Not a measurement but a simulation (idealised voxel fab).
Module name: voxel self aligned contacts (process module)
Cross-sectional view cut (width: 280 nm; square cell size: 5 nm).
If you're reading a cross-section in this doc, picture square cells in a grid; it comes to you as bands, top ones listed first down to the bottom, and a band can be one or more rows of cells.
Band: top and bottom heights (nm) first, top before bottom; then materials from left to right, widths in nm. "edge to edge" marks a sole material filling the band edge to edge. "blank" denotes empty space.
The level at which height equals 0 is the one under which the wafer, as it arrives, is entirely one material. No lower edge exists for the bottom band, which continues downward and is notated as in "from 0 down".
The expression "30 to 40" gives the width at the extremes of the band, the first number at its top row of cells and the second at its bottom row, with the width changing by equal amounts from each row to the next in between.
Take "everything unchanged" at face value: in the step it is given for, the cross-section changed in none of its cells.
Any empty space of 8 cells or more lacking an open way to the top shows up in "Closed cavity list" as width x height at distance, distance from the left edge, in nm.
On a step's line, text after the settings is the simulator commenting on that step.
On any step carrying a mask, the "overlay nm" setting, if present on the step's line, tells how far right of its planned place the mask lay; negative values point to the left.
**Process steps (planned)**
- 1: op RECEIVE | material Si
- 2: op CONFORMAL_DEP | material SiO2 | thk nm 5
- 3: op DIRECTIONAL_DEP | material polySi | thk nm 20
- 4: op DIRECTIONAL_DEP | material SiN | thk nm 15
- 5: op PATTERN | tone cover | mask id GATE | material resist | width nm 15 | pitch nm 50 | thk nm 20 | overlay nm 0
- 6: op DIRECTIONAL_ETCH | etch materials SiN | depth nm 15
- 7: op DIRECTIONAL_ETCH | etch materials polySi | depth nm 20
- 8: op STRIP | etch materials resist
- 9: op CONFORMAL_DEP | material SiN | thk nm 5
- 10: op DIRECTIONAL_ETCH | etch materials SiN | depth nm 5
- 11: op FILL_DEP | material SiO2 | thk nm 15
- 12: op CMP | height nm 45
- 13: op MASKED_ETCH | tone open | mask id CONTACT | width nm 35 | etch materials SiO2 | depth nm 45 | overlay nm 0
- 14: op CONFORMAL_DEP | material TiN | thk nm 5
- 15: op FILL_DEP | material W | thk nm 10
- 16: op CMP | height nm 45
- 17: op CONFORMAL_DEP | material SiCN | thk nm 5
Keep in mind the plan's value for the width nm of step 5 comes from the first wafer; the wafers don't share that setting, but they do share the same starting point.
**Incoming state of the first of several wafers in cross-section: after step 1**
  from 0 down: Si edge to edge
  Closed cavity list: none
**First of several wafers in cross-section at module end, following the final step, step 17**
  from 50 to 45: SiCN edge to edge
  from 45 to 40: 120 nm SiO2; 10 nm TiN; 15 nm W; 10 nm TiN; 125 nm SiO2
  from 40 to 25: 100 nm SiO2; 25 nm SiN; 5 nm TiN; 15 nm W; 5 nm TiN; 25 nm SiN; 105 nm SiO2
  from 25 to 5: 100 nm SiO2; 5 nm SiN; 15 nm polySi; 5 nm SiN; 5 nm TiN; 15 nm W; 5 nm TiN; 5 nm SiN; 15 nm polySi; 5 nm SiN; 105 nm SiO2
  from 5 to 0: 125 nm SiO2; 25 nm TiN; 130 nm SiO2
  from 0 down: Si edge to edge
  Closed cavity list: none
**Here's the last wafer cross-sectioned at the end of the module**
  from 50 to 45: SiCN edge to edge
  from 45 to 40: 120 nm SiO2; 35 nm TiN; 125 nm SiO2
  from 40 to 25: 90 nm SiO2; 45 nm SiN; 5 nm TiN; 45 nm SiN; 95 nm SiO2
  from 25 to 5: 90 nm SiO2; 5 nm SiN; 35 nm polySi; 5 nm SiN; 5 nm TiN; 5 nm SiN; 35 nm polySi; 5 nm SiN; 95 nm SiO2
  from 5 to 0: 135 nm SiO2; 5 nm TiN; 140 nm SiO2
  from 0 down: Si edge to edge
  Closed cavity list: none
**The table below has one row for each wafer; a row shows, as of the end of the module, how many cells of each material the wafer has gained, marked (+), or lost, marked (-), since it was received, and then the wafer's closed voids**
width nm 15, +56 SiCN, +46 SiN, +387 SiO2, +23 TiN, +24 W, +24 polySi, Closed cavity list: none
width nm 20, +56 SiCN, +52 SiN, +381 SiO2, +23 TiN, +16 W, +32 polySi, Closed cavity list: none
width nm 25, +56 SiCN, +58 SiN, +375 SiO2, +23 TiN, +8 W, +40 polySi, Closed cavity list: none
width nm 30, +56 SiCN, +64 SiN, +369 SiO2, +23 TiN, +48 polySi, Closed cavity list: none
width nm 35, +56 SiCN, +70 SiN, +363 SiO2, +15 TiN, +56 polySi, Closed cavity list: none
